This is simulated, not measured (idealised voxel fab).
Module name: voxel tone inversion (process module)
Displayed cross-section: cut, width of 250 nm, square cells sized 5 nm.
In this document a cross-section is written as a grid of square cells. It is given as a series of bands, listed from the top down, and a band is one or more rows of cells. Band entry format. Leading values: height of top, height of bottom, nm. Remainder: materials in left-to-right order, each with its width in nm. Special words: "all across" on a single material, which then fills the band edge to edge; "air", empty space. Height datum 0, below which the as-received substrate wafer is one material. Lowest band open at the bottom, running downward: "0 down". Width spec "30 to 40" -> top row of cells at first value, bottom row at second value, equal per-row change in between. Key: "nothing changed" - step with no changed cell in the cross-section. Closed empty spaces (no open way to the top) of 8 cells or more are what "Fully enclosed voids" lists, each as width x height at distance from the left edge, nm for all three. Post-settings text on a step line: simulator's own remark regarding the step. overlay nm: mask right of planned place by this much (step with mask). Neg. = left.
PLANNED STEP LIST FOR THE PROCESS
- 1: RECEIVE,material Si
- 2: CONFORMAL_DEP,material SiN,thk nm 5
- 3: DIRECTIONAL_DEP,material polySi,thk nm 15
- 4: PATTERN,tone cover,mask id POSTS,material resist,width nm 15,pitch nm 45,thk nm 20,overlay nm 0
- 5: DIRECTIONAL_ETCH,etch materials polySi,depth nm 15
- 6: STRIP,etch materials resist
- 7: FILL_DEP,material SiO2,thk nm 5
- 8: CMP,height nm 20
- 9: STRIP,etch materials polySi
- 10: CONFORMAL_DEP,material TiN,thk nm 5
- 11: FILL_DEP,material Ru,thk nm 10
- 12: CMP,height nm 20
- 13: CONFORMAL_DEP,material SiN,thk nm 5
STEP 1 COMPLETE: CROSS-SECTION OF THE WAFER AS RECEIVED
    0 down  Si all across
    Fully enclosed voids: none
SECTIONED VIEW, FIRST OF TWO WAFERS, AT THE CLOSE OF THE MODULE, PROCESSED AS INTENDED IN THE PLAN
    25 to 20  SiN all across
    20 to 10  SiO2=50 | TiN=5 | Ru=5 | TiN=5 | SiO2=30 | TiN=5 | Ru=5 | TiN=5 | SiO2=30 | TiN=5 | Ru=5 | TiN=5 | SiO2=30 | TiN=5 | Ru=5 | TiN=5 | SiO2=50
    10 to 5  SiO2=50 | TiN=15 | SiO2=30 | TiN=15 | SiO2=30 | TiN=15 | SiO2=30 | TiN=15 | SiO2=50
    5 to 0  SiN all across
    0 down  Si all across
    Fully enclosed voids: none
CROSS-SECTIONAL VIEW OF THE SECOND OF TWO WAFERS UPON COMPLETION OF THE MODULE. THIS WAFER SHARED ITS STARTING CONDITION AND PROCESS PLAN WITH THE FIRST; ONE ERROR WAS MADE DURING ITS EXECUTION
    25 to 20  SiN all across
    20 to 10  Ru=45 | TiN=5 | SiO2=15 | TiN=5 | Ru=20 | TiN=5 | SiO2=15 | TiN=5 | Ru=20 | TiN=5 | SiO2=15 | TiN=5 | Ru=20 | TiN=5 | SiO2=15 | TiN=5 | Ru=45
    10 to 5  TiN=50 | SiO2=15 | TiN=30 | SiO2=15 | TiN=30 | SiO2=15 | TiN=30 | SiO2=15 | TiN=50
    5 to 0  SiN all across
    0 down  Si all across
    Fully enclosed voids: none
The plan and the run diverged here: step 4 deviated from plan and actually ran as PATTERN,tone open,mask id POSTS,material resist,width nm 15,pitch nm 45,thk nm 20,overlay nm 0
It is noted that, at the conclusion of processing, the second wafer exhibits a higher or lower cell count for certain materials relative to the first: +52 Ru | -78 SiO2 | +26 TiN
